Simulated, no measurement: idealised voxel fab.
Proc. module: voxel trench capacitor
Each square cell in cross-section cut measures 5 nm, and the section as a whole is 260 nm wide.
Cross-section, as written here: a square-cell grid given band by band from the top down, where a band holds one or more rows of cells.
In this notation a band is specified by the heights of its top and bottom, in that order and in nm, after which its materials appear from left to right, each paired with its width in nm. The word "throughout" attached to a single material means that material fills the band from edge to edge; the word "empty" stands for empty space.
Height 0 is the level under which the wafer as received is all one material. The lowest band goes on downwards, as in "0..down".
Width spec "30..40" -> top row of cells at first value, bottom row at second value, equal per-row change in between.
"nothing was modified" (step): cross-section cells unchanged, all of them.
Entry "Fully enclosed voids". Content: empty spaces with no open connection to the top, size 8 cells or greater. Each: width x height at distance. Distance: from left edge. Unit: nm.
The remark found on a step's line after its settings is issued by the simulator itself and pertains to that step.
What "overlay nm" on a step's line means: if the step has a mask, that mask lay this far to the right of its planned place, or, when the value is negative, to the left.
LIST OF PLANNED PROCESS STEPS
1 RECEIVE (material Si)
2 CONFORMAL_DEP (material SiN; thk nm 5)
3 MASKED_ETCH (tone open; mask id TRENCH; width nm 15; pitch nm 40; etch materials SiN; depth nm 5; overlay nm 0)
4 MASKED_ETCH (tone open; mask id TRENCH; width nm 15; pitch nm 40; etch materials Si; depth nm 40; overlay nm 0)
5 CONFORMAL_DEP (material Al2O3; thk nm 5)
6 FILL_DEP (material polySi; thk nm 5)
7 CMP (height nm 5)
FIRST WAFER, AS PLANNED
CROSS-SECTION, INCOMING MATERIAL, AFTER STEP 1
	0..down = Si throughout
	Fully enclosed voids: none
AFTER STEP 2: WAFER CROSS-SECTION
	5..0 = SiN throughout
	Below 0, the layers are the same as they were.
AFTER STEP 3: WAFER CROSS-SECTION
	5..0 = 100 SiN / 15 empty / 25 SiN / 15 empty / 105 SiN
	Below 0, the layers are the same as they were.
AFTER STEP 4: WAFER CROSS-SECTION
	5..0 = 100 SiN / 15 empty / 25 SiN / 15 empty / 105 SiN
	0..-40 = 100 Si / 15 empty / 25 Si / 15 empty / 105 Si
	Below -40, the layers are the same as they were.
AFTER STEP 5: WAFER CROSS-SECTION
	10..5 = 105 Al2O3 / 5 empty / 35 Al2O3 / 5 empty / 110 Al2O3
	5..0 = 100 SiN / 5 Al2O3 / 5 empty / 5 Al2O3 / 25 SiN / 5 Al2O3 / 5 empty / 5 Al2O3 / 105 SiN
	0..-35 = 100 Si / 5 Al2O3 / 5 empty / 5 Al2O3 / 25 Si / 5 Al2O3 / 5 empty / 5 Al2O3 / 105 Si
	-35..-40 = 100 Si / 15 Al2O3 / 25 Si / 15 Al2O3 / 105 Si
	Below -40, the layers are the same as they were.
AFTER STEP 6: WAFER CROSS-SECTION
	15..10 = polySi throughout
	10..5 = 105 Al2O3 / 5 polySi / 35 Al2O3 / 5 polySi / 110 Al2O3
	5..0 = 100 SiN / 5 Al2O3 / 5 polySi / 5 Al2O3 / 25 SiN / 5 Al2O3 / 5 polySi / 5 Al2O3 / 105 SiN
	0..-35 = 100 Si / 5 Al2O3 / 5 polySi / 5 Al2O3 / 25 Si / 5 Al2O3 / 5 polySi / 5 Al2O3 / 105 Si
	Below -35, the layers are the same as they were.
AFTER STEP 7: WAFER CROSS-SECTION
	5..0 = 100 SiN / 5 Al2O3 / 5 polySi / 5 Al2O3 / 25 SiN / 5 Al2O3 / 5 polySi / 5 Al2O3 / 105 SiN
	Below 0, the layers are the same as they were.
THE SECOND WAFER WAS PREPARED FROM THE SAME STARTING POINT AND UNDER THE SAME PLAN AS THE FIRST; ITS PROCESSING CONTAINED ONE MISTAKE, AND IT REMAINS INDISTINGUISHABLE FROM THE FIRST WAFER UP TO AND INCLUDING STEP 2
PLANNED END OF STEP 3: SECOND WAFER, CROSS-SECTION
	5..0 = 100 empty / 15 SiN / 25 empty / 15 SiN / 105 empty
	Below 0, the layers are the same as they were.
Planned end of step 4: second wafer, cross-section: nothing was modified
PLANNED END OF STEP 5: SECOND WAFER, CROSS-SECTION
	10..5 = 95 empty / 25 Al2O3 / 15 empty / 25 Al2O3 / 100 empty
	5..0 = 100 Al2O3 / 15 SiN / 25 Al2O3 / 15 SiN / 105 Al2O3
	Below 0, the layers are the same as they were.
PLANNED END OF STEP 6: SECOND WAFER, CROSS-SECTION
	15..10 = polySi throughout
	10..5 = 95 polySi / 25 Al2O3 / 15 polySi / 25 Al2O3 / 100 polySi
	Below 5, the layers are the same as they were.
PLANNED END OF STEP 7: SECOND WAFER, CROSS-SECTION
	5..0 = 100 Al2O3 / 15 SiN / 25 Al2O3 / 15 SiN / 105 Al2O3
	Below 0, the layers are the same as they were.
The plan and the run diverged here: planned and actual differ for step 3; actual: MASKED_ETCH (tone cover; mask id TRENCH; width nm 15; pitch nm 40; etch materials SiN; depth nm 5; overlay nm 0)
Heads up, by the end the second wafer has more or fewer cells of some materials compared to the first: Al2O3 +8; Si +48; SiN -40; polySi -16
